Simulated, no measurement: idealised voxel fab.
voxel gate over fins: a process module
We display cut, a cross-section 275 nm in width whose square cells are each 5 nm.
Cross-section = grid of square cells, listed top down in bands; band = one or more rows.
It is stipulated that each band's entry specify, in nanometres, the height of the top of the band and then that of its bottom, followed by the materials of the band in left-to-right sequence, each together with its width in nanometres. A single material marked by the word "all across" is understood to fill the band from edge to edge; the word "empty" is understood to denote empty space.
Zero point of the height axis is 0; under it, received wafer = one material. Lowest band: continues down indefinitely, "top 0, no bottom".
Note: "30 to 40" means the width goes from the first number (top row of the band) to the second number (bottom row) in equal steps per row of cells.
For the purposes of this document, the phrase "changes: none" attached to a step denotes that no cell within the cross-section was modified by that step.
"Enclosed void entries" lists enclosed empty spaces (at least 8 cells, no open path upward to the top), each as width x height at distance from the left edge, in nm.
Step line, after settings: the simulator's comment on this step.
The optional step-line setting "overlay nm" applies to steps with a mask and quantifies how far to the right of its planned location the mask lay, a negative value indicating leftward placement.

**Planned process steps**
| 1 | RECEIVE | material Si |
| 2 | CONFORMAL_DEP | material SiN | thk nm 10 |
| 3 | PATTERN | tone cover | mask id FINS | material resist | width nm 15 | pitch nm 50 | thk nm 15 | overlay nm 0 |
| 4 | DIRECTIONAL_ETCH | etch materials SiN | depth nm 10 |
| 5 | DIRECTIONAL_ETCH | etch materials Si | depth nm 40 |
| 6 | STRIP | etch materials resist |
| 7 | OXIDIZE | depth nm 5 |
| 8 | FILL_DEP | material SiO2 | thk nm 5 |
| 9 | CMP | height nm 10 |
| 10 | DIRECTIONAL_DEP | material aC | thk nm 10 |
| 11 | PATTERN | tone open | mask id RAIL | material resist | width nm 15 | thk nm 30 | overlay nm 0 |
| 12 | DIRECTIONAL_ETCH | etch materials aC | depth nm 10 |
| 13 | STRIP | etch materials resist |
| 14 | DIRECTIONAL_ETCH | etch materials SiO2 | depth nm 45 |
| 15 | STRIP | etch materials aC |
| 16 | CONFORMAL_DEP | material TiN | thk nm 5 |
| 17 | FILL_DEP | material Ru | thk nm 5 |
| 18 | CMP | height nm 10 |
| 19 | SELECTIVE_ETCH | etch materials W Ru TiN | depth nm 30 |
| 20 | FILL_DEP | material SiO2 | thk nm 5 |
| 21 | CMP | height nm 10 |
| 22 | SELECTIVE_ETCH | etch materials SiO2 | depth nm 20 |
| 23 | STRIP | etch materials SiN |
| 24 | CONFORMAL_DEP | material HfO2 | thk nm 5 |
| 25 | CONFORMAL_DEP | material TiN | thk nm 5 |
| 26 | CONFORMAL_DEP | material TiAl | thk nm 5 |
| 27 | CONFORMAL_DEP | material TiN | thk nm 5 |
| 28 | FILL_DEP | material W | thk nm 15 |
| 29 | CMP | height nm 20 |
| 30 | CONFORMAL_DEP | material SiCN | thk nm 5 |
Same starting wafers, different height nm at step 29. Plan value belongs to the first wafer.

**The first of several wafers as received, shown in cross-section; this is its state after step 1**
	top 0, no bottom = Si all across
	Enclosed void entries: none

**Each row below is a wafer at the end of the module, listing for every material the number of cells it has gained (+) or lost (-) since it was received, followed by its closed voids**
height nm 20; +71 HfO2; +2 Ru; -459 Si; +55 SiCN; +348 SiO2; +71 TiAl; +149 TiN; +38 W; Enclosed void entries: none
height nm 25; +71 HfO2; +2 Ru; -459 Si; +55 SiCN; +348 SiO2; +71 TiAl; +149 TiN; +93 W; Enclosed void entries: none
height nm 30; +71 HfO2; +2 Ru; -459 Si; +55 SiCN; +348 SiO2; +71 TiAl; +149 TiN; +148 W; Enclosed void entries: none
height nm 35; +71 HfO2; +2 Ru; -459 Si; +55 SiCN; +348 SiO2; +71 TiAl; +149 TiN; +203 W; Enclosed void entries: none
